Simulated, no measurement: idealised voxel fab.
process module | voxel wiring stack
cross-section cut | 140 nm wide | cells 5 nm
A cross-section is a grid of square cells, given in bands from the top down. A band is one or more rows of cells.
Each band's line starts with the height of the band's top and of its bottom, in nm. Then come its materials from left to right, each with its width in nm. One material with "throughout" fills the band from edge to edge. "air" is empty space.
Height 0 is the level under which the wafer as received is all one material. The lowest band goes on downwards, as in "0 down".
A width such as "30 to 40" changes by the same amount from each row of cells to the next, from the band's top row to its bottom row.
"no change" after a step means that no cell of the cross-section changed.
closed voids: empty space of 8 cells or more with no open way to the top, each as width x height at its distance from the left edge, in nm
after a step's settings: what the simulator itself notes on the step
overlay nm, on a step with a mask: how far to the right of its planned place the mask lay; to the left if negative
plan
1 op RECEIVE | material Si
2 op CONFORMAL_DEP | material SiO2 | thk nm 10
3 op DIRECTIONAL_DEP | material TiN | thk nm 5
4 op DIRECTIONAL_DEP | material W | thk nm 20
5 op PATTERN | tone cover | mask id METAL_1 | material resist | width nm 25 | pitch nm 55 | thk nm 15 | overlay nm 0
6 op DIRECTIONAL_ETCH | etch materials W | depth nm 20
7 op DIRECTIONAL_ETCH | etch materials TiN | depth nm 5
8 op STRIP | etch materials resist
9 op CONFORMAL_DEP | material SiCN | thk nm 5
10 op FILL_DEP | material lowk | thk nm 5
11 op CMP | height nm 35
12 op CONFORMAL_DEP | material SiCN | thk nm 5
13 op DIRECTIONAL_DEP | material lowk | thk nm 20
14 op PATTERN | tone open | mask id PLUG_1 | material resist | width nm 15 | pitch nm 55 | thk nm 15 | overlay nm 0
15 op DIRECTIONAL_ETCH | etch materials lowk | depth nm 20
16 op DIRECTIONAL_ETCH | etch materials SiCN | depth nm 5
17 op STRIP | etch materials resist
18 op CONFORMAL_DEP | material TiN | thk nm 5
19 op FILL_DEP | material Cu | thk nm 5
20 op CMP | height nm 60
21 op DIRECTIONAL_DEP | material TiN | thk nm 5
22 op DIRECTIONAL_DEP | material Ru | thk nm 20
23 op PATTERN | tone cover | mask id METAL_2 | material resist | width nm 25 | pitch nm 55 | thk nm 20 | overlay nm 0
24 op DIRECTIONAL_ETCH | etch materials Ru | depth nm 20
25 op DIRECTIONAL_ETCH | etch materials TiN | depth nm 5
26 op STRIP | etch materials resist
27 op CONFORMAL_DEP | material SiCN | thk nm 5
28 op FILL_DEP | material SiO2 | thk nm 10
29 op CMP | height nm 85
30 op CONFORMAL_DEP | material SiCN | thk nm 5
31 op DIRECTIONAL_DEP | material lowk | thk nm 35
32 op DIRECTIONAL_DEP | material aC | thk nm 10
33 op PATTERN | tone open | mask id METAL_3_HOLES | material resist | width nm 15 | thk nm 25 | overlay nm 0
34 op DIRECTIONAL_ETCH | etch materials aC | depth nm 10
35 op STRIP | etch materials resist
36 op DIRECTIONAL_ETCH | etch materials lowk | depth nm 35
37 op STRIP | etch materials aC
38 op PATTERN | tone open | mask id METAL_3 | material resist | width nm 25 | pitch nm 55 | thk nm 15 | overlay nm 0
39 op DIRECTIONAL_ETCH | etch materials lowk | depth nm 20
40 op DIRECTIONAL_ETCH | etch materials SiCN | depth nm 5
41 op STRIP | etch materials resist
42 op CONFORMAL_DEP | material TiN | thk nm 5
43 op FILL_DEP | material Cu | thk nm 10
44 op CMP | height nm 125
45 op CONFORMAL_DEP | material SiCN | thk nm 5
as received, after step 1
  0 down: Si throughout
  closed voids: none
a wafer at the end: this start, this plan, one mistake
  130 to 125: SiCN throughout
  125 to 110: lowk 30 | TiN 5 | Cu 15 | TiN 5 | lowk 30 | TiN 5 | Cu 15 | TiN 5 | lowk 30
  110 to 105: lowk 30 | TiN 5 | Cu 5 | TiN 15 | lowk 30 | TiN 25 | lowk 30
  105 to 90: lowk 30 | TiN 5 | Cu 5 | TiN 5 | lowk 95
  90 to 85: SiCN 30 | TiN 15 | SiCN 95
  85 to 65: SiO2 25 | SiCN 5 | Ru 25 | SiCN 5 | SiO2 20 | SiCN 5 | Ru 25 | SiCN 5 | SiO2 25
  65 to 60: SiCN 30 | TiN 25 | SiCN 30 | TiN 25 | SiCN 30
  60 to 40: lowk 30 | SiCN 5 | Cu 5 | SiCN 5 | lowk 40 | SiCN 5 | Cu 5 | SiCN 5 | lowk 40
  40 to 35: SiCN throughout
  35 to 15: lowk 25 | SiCN 5 | W 25 | SiCN 5 | lowk 20 | SiCN 5 | W 25 | SiCN 5 | lowk 25
  15 to 10: SiCN 30 | TiN 25 | SiCN 30 | TiN 25 | SiCN 30
  10 to 0: SiO2 throughout
  0 down: Si throughout
  closed voids: none
what went wrong: step 18 ran as: op CONFORMAL_DEP | material SiCN | thk nm 5
